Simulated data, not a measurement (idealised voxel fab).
Process module under the name voxel self aligned contacts
Shown is cross-section cut, with a width of 280 nm and square cells of size 5 nm.
The cross-sections in this document take the form of a grid made of square cells. They are written out as bands, in order from top to bottom. Each band consists of one or more rows of cells. Band entry format. Leading values: height of top, height of bottom, nm. Remainder: materials in left-to-right order, each with its width in nm. Special words: "edge to edge" on a single material, which then fills the band edge to edge; "empty", empty space. Measure heights from 0. That's the level where, below it, the as-received wafer is all one material. The lowest band is bottomless and extends downward; write it as in "top 0, no bottom". The expression "30 to 40" gives the width at the extremes of the band, the first number at its top row of cells and the second at its bottom row, with the width changing by equal amounts from each row to the next in between. "left unchanged", as given for a step, is the statement that not any cell of the cross-section underwent a change during that step. Empty spaces without an open route to the top, at least 8 cells in extent, make up the entry "Internal closed voids"; each is given as width x height at distance, where the distance is measured from the left edge, and all are in nm. Note: text after step settings on the step line = simulator remark on that step. overlay nm: step with mask; distance mask lay right of planned place; negative value = left of planned place.

[List of planned process steps]
- 1: RECEIVE, material Si
- 2: CONFORMAL_DEP, material SiO2, thk nm 5
- 3: DIRECTIONAL_DEP, material polySi, thk nm 30
- 4: DIRECTIONAL_DEP, material SiN, thk nm 20
- 5: MASKED_ETCH, tone cover, mask id GATE, width nm 25, pitch nm 50, etch materials SiN, depth nm 20, overlay nm 0
- 6: MASKED_ETCH, tone cover, mask id GATE, width nm 25, pitch nm 50, etch materials polySi, depth nm 30, overlay nm 0
- 7: CONFORMAL_DEP, material SiN, thk nm 5
- 8: DIRECTIONAL_ETCH, etch materials SiN, depth nm 5
- 9: FILL_DEP, material SiO2, thk nm 20
- 10: CMP, height nm 65
- 11: PATTERN, tone open, mask id CONTACT, material resist, width nm 35, pitch nm 50, thk nm 15, overlay nm 0
- 12: DIRECTIONAL_ETCH, etch materials SiO2, depth nm 65
- 13: STRIP, etch materials resist
- 14: CONFORMAL_DEP, material TiN, thk nm 5
- 15: FILL_DEP, material W, thk nm 10
- 16: CMP, height nm 65
- 17: CONFORMAL_DEP, material SiCN, thk nm 5

[Step 1 complete: cross-section of the wafer as received]
> top 0, no bottom = Si edge to edge
> Internal closed voids: none

[One mistake in running the module, otherwise start and plan as above: cross-section at the end]
> top 70, bottom 65 = polySi edge to edge
> top 65, bottom 55 = SiO2 (95), then TiN (5 to 15), then W (25 to 5), then TiN (5 to 15), then SiO2 (15), then TiN (5 to 15), then W (25 to 5), then TiN (5 to 15), then SiO2 (100)
> top 55, bottom 35 = SiO2 (70), then SiN (35), then TiN (5), then W (5), then TiN (5), then SiN (35), then TiN (5), then W (5), then TiN (5), then SiN (35), then SiO2 (75)
> top 35, bottom 5 = SiO2 (70), then SiN (5), then polySi (25), then SiN (5), then TiN (5), then W (5), then TiN (5), then SiN (5), then polySi (25), then SiN (5), then TiN (5), then W (5), then TiN (5), then SiN (5), then polySi (25), then SiN (5), then SiO2 (75)
> top 5, bottom 0 = SiO2 (105), then TiN (15), then SiO2 (35), then TiN (15), then SiO2 (110)
> top 0, no bottom = Si edge to edge
> Internal closed voids: none
Run error: step 17 off recipe, ran as CONFORMAL_DEP, material polySi, thk nm 5
